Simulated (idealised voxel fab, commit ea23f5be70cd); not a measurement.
This section sets out a process module, namely voxel transistor to metal.
The figure presents cross-section cut, which has a width of 285 nm and is divided into square cells with an edge length of 5 nm.
Heads up, the way a cross-section reads in here is a grid of square cells, handed over as bands from the top down, with every band being one or more rows of cells.
Basically the band line says how high the top is and how high the bottom is, in nm, and then what's in it from left to right, every material with its width in nm. Empty space shows up as "blank", and if a single material carries "edge to edge" it runs the full band edge to edge.
Measure heights from 0. That's the level where, below it, the as-received wafer is all one material. The lowest band is bottomless and extends downward; write it as in "from 0 down".
Width: "30 to 40" (first number = top row, second number = bottom row, same change from row to row of cells).
Key: "identical to before" - step with no changed cell in the cross-section.
The label "Enclosed empty spaces" introduces a list of the empty spaces, 8 cells or larger, that have no open way up to the top; each entry in it reads width x height at distance, where the distance is taken from the left edge and all three are stated in nm.
Formally, on a step line, whatever follows the settings is a remark that the simulator itself makes on the step.
Among the settings permitted on a step's line is "overlay nm"; applied to a step with a mask, it specifies the extent to which the mask lay to the right of its planned position, whereas a negative figure signifies a position to the left.

STEPS IN THE PROCESS PLAN
1 RECEIVE [material Si]
2 OXIDIZE [depth nm 5]
3 CONFORMAL_DEP [material SiN] [thk nm 15]
4 DIRECTIONAL_DEP [material aC] [thk nm 15]
5 PATTERN [tone cover] [mask id ACTIVE] [material resist] [width nm 100] [pitch nm 120] [thk nm 35] [overlay nm 0]
6 DIRECTIONAL_ETCH [etch materials aC] [depth nm 15]
7 STRIP [etch materials resist]
8 DIRECTIONAL_ETCH [etch materials SiN] [depth nm 15]
9 DIRECTIONAL_ETCH [etch materials SiO2] [depth nm 5]
10 DIRECTIONAL_ETCH [etch materials Si] [depth nm 30]
11 STRIP [etch materials aC]
12 OXIDIZE [depth nm 5]
13 FILL_DEP [material SiO2] [thk nm 15]
14 CMP [height nm 15]
15 SELECTIVE_ETCH [etch materials SiO2] [depth nm 10]
16 STRIP [etch materials SiN]
17 SELECTIVE_ETCH [etch materials SiO2] [depth nm 5]
18 OXIDIZE [depth nm 5]
19 DIRECTIONAL_DEP [material polySi] [thk nm 30]
20 DIRECTIONAL_DEP [material SiCN] [thk nm 10]
21 MASKED_ETCH [tone cover] [mask id GATE] [width nm 30] [pitch nm 120] [etch materials SiCN] [depth nm 20] [overlay nm 0]
22 MASKED_ETCH [tone cover] [mask id GATE] [width nm 30] [pitch nm 120] [etch materials polySi] [depth nm 40] [overlay nm 0]
23 CONFORMAL_DEP [material SiO2] [thk nm 5]
24 DIRECTIONAL_ETCH [etch materials SiO2] [depth nm 5]
25 CONFORMAL_DEP [material SiN] [thk nm 5]
26 DIRECTIONAL_ETCH [etch materials SiN] [depth nm 5]
27 DIRECTIONAL_ETCH [etch materials SiO2] [depth nm 5]
28 DIRECTIONAL_ETCH [etch materials Si] [depth nm 5]
29 EPI [material SiGe] [thk nm 5]
30 FILL_DEP [material SiO2] [thk nm 10]
31 CMP [height nm 25]
32 STRIP [etch materials polySi]
33 SELECTIVE_ETCH [etch materials SiO2] [depth nm 5]
34 CONFORMAL_DEP [material HfO2] [thk nm 5]
35 CONFORMAL_DEP [material TiN] [thk nm 5]
36 FILL_DEP [material W] [thk nm 10]
37 CMP [height nm 20]
38 DIRECTIONAL_DEP [material SiO2] [thk nm 15]
39 PATTERN [tone open] [mask id CONTACT] [material resist] [width nm 15] [thk nm 15] [overlay nm 0]
40 DIRECTIONAL_ETCH [etch materials SiO2] [depth nm 45]
41 STRIP [etch materials resist]
42 CONFORMAL_DEP [material TiN] [thk nm 5]
43 FILL_DEP [material W] [thk nm 5]
44 CMP [height nm 35]
45 DIRECTIONAL_DEP [material TiN] [thk nm 5]
46 DIRECTIONAL_DEP [material Ru] [thk nm 25]
47 MASKED_ETCH [tone cover] [mask id METAL_1] [width nm 15] [etch materials Ru] [depth nm 25] [overlay nm 0]
48 MASKED_ETCH [tone cover] [mask id METAL_1] [width nm 15] [etch materials TiN] [depth nm 5] [overlay nm 0]
49 FILL_DEP [material SiO2] [thk nm 5]
50 CMP [height nm 65]
51 CONFORMAL_DEP [material SiN] [thk nm 5]
It is noted that the wafers described herein are identical at the outset and are distinguished by the width nm of step 48; the value stated in the plan corresponds to the first wafer.

THE FIRST OF SEVERAL WAFERS AS RECEIVED, SHOWN IN CROSS-SECTION; THIS IS ITS STATE AFTER STEP 1
  from 0 down | Si edge to edge
  Enclosed empty spaces: none

FIRST OF SEVERAL WAFERS: CROSS-SECTION AT THE END OF THE MODULE, AFTER STEP 51, ITS LAST STEP
  from 70 to 65 | SiN edge to edge
  from 65 to 40 | SiO2 35 nm | Ru 15 nm | SiO2 60 nm | Ru 15 nm | SiO2 30 nm | Ru 15 nm | SiO2 60 nm | Ru 15 nm | SiO2 40 nm
  from 40 to 35 | SiO2 35 nm | TiN 15 nm | SiO2 60 nm | TiN 15 nm | SiO2 30 nm | TiN 15 nm | SiO2 60 nm | TiN 15 nm | SiO2 40 nm
  from 35 to 20 | SiO2 35 nm | TiN 5 nm | W 5 nm | TiN 5 nm | SiO2 60 nm | TiN 5 nm | W 5 nm | TiN 5 nm | SiO2 30 nm | TiN 5 nm | W 5 nm | TiN 5 nm | SiO2 60 nm | TiN 5 nm | W 5 nm | TiN 5 nm | SiO2 40 nm
  from 20 to 0 | SiO2 35 nm | TiN 5 nm | W 5 nm | TiN 5 nm | SiO2 5 nm | SiN 5 nm | HfO2 5 nm | TiN 5 nm | W 20 nm | TiN 5 nm | HfO2 5 nm | SiN 5 nm | SiO2 5 nm | TiN 5 nm | W 5 nm | TiN 5 nm | SiO2 30 nm | TiN 5 nm | W 5 nm | TiN 5 nm | SiO2 5 nm | SiN 5 nm | HfO2 5 nm | TiN 5 nm | W 20 nm | TiN 5 nm | HfO2 5 nm | SiN 5 nm | SiO2 5 nm | TiN 5 nm | W 5 nm | TiN 5 nm | SiO2 40 nm
  from 0 to -5 | SiO2 30 nm | SiN 5 nm | TiN 5 nm | W 5 nm | TiN 5 nm | SiO2 5 nm | SiN 5 nm | HfO2 5 nm | TiN 30 nm | HfO2 5 nm | SiN 5 nm | SiO2 5 nm | TiN 5 nm | W 5 nm | TiN 5 nm | SiN 5 nm | SiO2 20 nm | SiN 5 nm | TiN 5 nm | W 5 nm | TiN 5 nm | SiO2 5 nm | SiN 5 nm | HfO2 5 nm | TiN 30 nm | HfO2 5 nm | SiN 5 nm | SiO2 5 nm | TiN 5 nm | W 5 nm | TiN 5 nm | SiN 5 nm | SiO2 35 nm
  from -5 to -10 | SiO2 35 nm | TiN 15 nm | SiGe 5 nm | SiO2 5 nm | HfO2 40 nm | SiO2 5 nm | SiGe 5 nm | TiN 15 nm | SiO2 30 nm | TiN 15 nm | SiGe 5 nm | SiO2 5 nm | HfO2 40 nm | SiO2 5 nm | SiGe 5 nm | TiN 15 nm | SiO2 40 nm
  from -10 to -15 | SiO2 35 nm | SiGe 20 nm | Si 50 nm | SiGe 20 nm | SiO2 30 nm | SiGe 20 nm | Si 50 nm | SiGe 20 nm | SiO2 40 nm
  from -15 to -40 | SiO2 35 nm | Si 90 nm | SiO2 30 nm | Si 90 nm | SiO2 40 nm
  from -40 down | Si edge to edge
  Enclosed empty spaces: none

SHOWING THE LAST WAFER IN CROSS-SECTION AT THE END OF THE MODULE
  from 70 to 65 | SiN edge to edge
  from 65 to 40 | SiO2 35 nm | Ru 15 nm | SiO2 60 nm | Ru 15 nm | SiO2 30 nm | Ru 15 nm | SiO2 60 nm | Ru 15 nm | SiO2 40 nm
  from 40 to 35 | SiO2 30 nm | TiN 30 nm | SiO2 45 nm | TiN 30 nm | SiO2 15 nm | TiN 30 nm | SiO2 45 nm | TiN 30 nm | SiO2 30 nm
  from 35 to 20 | SiO2 35 nm | TiN 5 nm | W 5 nm | TiN 5 nm | SiO2 60 nm | TiN 5 nm | W 5 nm | TiN 5 nm | SiO2 30 nm | TiN 5 nm | W 5 nm | TiN 5 nm | SiO2 60 nm | TiN 5 nm | W 5 nm | TiN 5 nm | SiO2 40 nm
  from 20 to 0 | SiO2 35 nm | TiN 5 nm | W 5 nm | TiN 5 nm | SiO2 5 nm | SiN 5 nm | HfO2 5 nm | TiN 5 nm | W 20 nm | TiN 5 nm | HfO2 5 nm | SiN 5 nm | SiO2 5 nm | TiN 5 nm | W 5 nm | TiN 5 nm | SiO2 30 nm | TiN 5 nm | W 5 nm | TiN 5 nm | SiO2 5 nm | SiN 5 nm | HfO2 5 nm | TiN 5 nm | W 20 nm | TiN 5 nm | HfO2 5 nm | SiN 5 nm | SiO2 5 nm | TiN 5 nm | W 5 nm | TiN 5 nm | SiO2 40 nm
  from 0 to -5 | SiO2 30 nm | SiN 5 nm | TiN 5 nm | W 5 nm | TiN 5 nm | SiO2 5 nm | SiN 5 nm | HfO2 5 nm | TiN 30 nm | HfO2 5 nm | SiN 5 nm | SiO2 5 nm | TiN 5 nm | W 5 nm | TiN 5 nm | SiN 5 nm | SiO2 20 nm | SiN 5 nm | TiN 5 nm | W 5 nm | TiN 5 nm | SiO2 5 nm | SiN 5 nm | HfO2 5 nm | TiN 30 nm | HfO2 5 nm | SiN 5 nm | SiO2 5 nm | TiN 5 nm | W 5 nm | TiN 5 nm | SiN 5 nm | SiO2 35 nm
  from -5 to -10 | SiO2 35 nm | TiN 15 nm | SiGe 5 nm | SiO2 5 nm | HfO2 40 nm | SiO2 5 nm | SiGe 5 nm | TiN 15 nm | SiO2 30 nm | TiN 15 nm | SiGe 5 nm | SiO2 5 nm | HfO2 40 nm | SiO2 5 nm | SiGe 5 nm | TiN 15 nm | SiO2 40 nm
  from -10 to -15 | SiO2 35 nm | SiGe 20 nm | Si 50 nm | SiGe 20 nm | SiO2 30 nm | SiGe 20 nm | Si 50 nm | SiGe 20 nm | SiO2 40 nm
  from -15 to -40 | SiO2 35 nm | Si 90 nm | SiO2 30 nm | Si 90 nm | SiO2 40 nm
  from -40 down | Si edge to edge
  Enclosed empty spaces: none

HEADS UP, THIS TABLE GOES WAFER BY WAFER. A ROW TELLS YOU, AT THE END OF THE MODULE, HOW MANY CELLS OF EACH MATERIAL THAT WAFER HAS PUT ON (+) OR DROPPED (-) SINCE IT WAS RECEIVED, AND THEN ITS CLOSED VOIDS
width nm 15 | +36 HfO2 | +60 Ru | -256 Si | +20 SiGe | +81 SiN | +677 SiO2 | +116 TiN | +64 W | Enclosed empty spaces: none
width nm 20 | +36 HfO2 | +60 Ru | -256 Si | +20 SiGe | +81 SiN | +673 SiO2 | +120 TiN | +64 W | Enclosed empty spaces: none
width nm 25 | +36 HfO2 | +60 Ru | -256 Si | +20 SiGe | +81 SiN | +669 SiO2 | +124 TiN | +64 W | Enclosed empty spaces: none
width nm 30 | +36 HfO2 | +60 Ru | -256 Si | +20 SiGe | +81 SiN | +665 SiO2 | +128 TiN | +64 W | Enclosed empty spaces: none
